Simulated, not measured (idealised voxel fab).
Process module under the name voxel plated lines
Section cut is 180 nm wide and gridded with 5 nm square cells.
This document writes a cross-section as a grid whose cells are square, and gives it as bands, listed from the top down; one or more rows of cells form a band. What a band's entry tells you: where the top is and where the bottom is, as heights in nm, and after that what lies inside, material by material from left to right, each with its width in nm. Empty space is written as the word "empty", and a single material marked with the word "everywhere" occupies the band from edge to edge. Heads up on the height convention: 0 is the point under which the incoming wafer is all one material, and the lowest band has no bottom, it just keeps going down, like "z 0 and below". Width spec "30..40" -> top row of cells at first value, bottom row at second value, equal per-row change in between. Key: "nothing different" - step with no changed cell in the cross-section. Basically, "Enclosed void inventory" tells you about the enclosed voids: empty spaces with no open way to the top, 8 cells or bigger, each written width x height at distance, where distance is from the left edge, all in nm. Anything after a step's settings on that line? It's the simulator's own note about the step. When a step includes a mask, the "overlay nm" setting on its line states how far to the right of its planned place that mask lay, and negative values state how far to the left.
[Steps in the process plan]
1) RECEIVE,material Si
2) CONFORMAL_DEP,material SiN,thk nm 10
3) DIRECTIONAL_DEP,material TiN,thk nm 5
4) PATTERN,tone open,mask id LINES,material resist,width nm 15,pitch nm 40,thk nm 30,overlay nm 0
5) EPI,material Ru,thk nm 10
6) EPI,material Ru,thk nm 10
7) STRIP,etch materials resist
8) DIRECTIONAL_ETCH,etch materials TiN,depth nm 5
9) CONFORMAL_DEP,material SiCN,thk nm 10
[as received, after step 1]
z 0 and below: Si everywhere
Enclosed void inventory: none
[Looking at the first of two wafers in cross-section at end of module - ran to plan]
z 45 to 35: empty=10  SiCN=35  empty=5  SiCN=35  empty=5  SiCN=35  empty=5  SiCN=35  empty=15
z 35 to 20: empty=10  SiCN=10  Ru=15  SiCN=10  empty=5  SiCN=10  Ru=15  SiCN=10  empty=5  SiCN=10  Ru=15  SiCN=10  empty=5  SiCN=10  Ru=15  SiCN=10  empty=15
z 20 to 15: SiCN=20  Ru=15  SiCN=25  Ru=15  SiCN=25  Ru=15  SiCN=25  Ru=15  SiCN=25
z 15 to 10: SiCN=20  TiN=15  SiCN=25  TiN=15  SiCN=25  TiN=15  SiCN=25  TiN=15  SiCN=25
z 10 to 0: SiN everywhere
z 0 and below: Si everywhere
Enclosed void inventory: none
[Cross-section, wafer two of two, end of module: same start and plan as wafer one, one error in execution]
z 45 to 35: empty=10  TiN=35  empty=5  TiN=35  empty=5  TiN=35  empty=5  TiN=35  empty=15
z 35 to 20: empty=10  TiN=10  Ru=15  TiN=10  empty=5  TiN=10  Ru=15  TiN=10  empty=5  TiN=10  Ru=15  TiN=10  empty=5  TiN=10  Ru=15  TiN=10  empty=15
z 20 to 15: TiN=20  Ru=15  TiN=25  Ru=15  TiN=25  Ru=15  TiN=25  Ru=15  TiN=25
z 15 to 10: TiN everywhere
z 10 to 0: SiN everywhere
z 0 and below: Si everywhere
Enclosed void inventory: none
Diagnosis: step 9 changed vs plan, executed as CONFORMAL_DEP,material TiN,thk nm 10
at the end the second wafer has, in cells: SiCN -152 | TiN +152
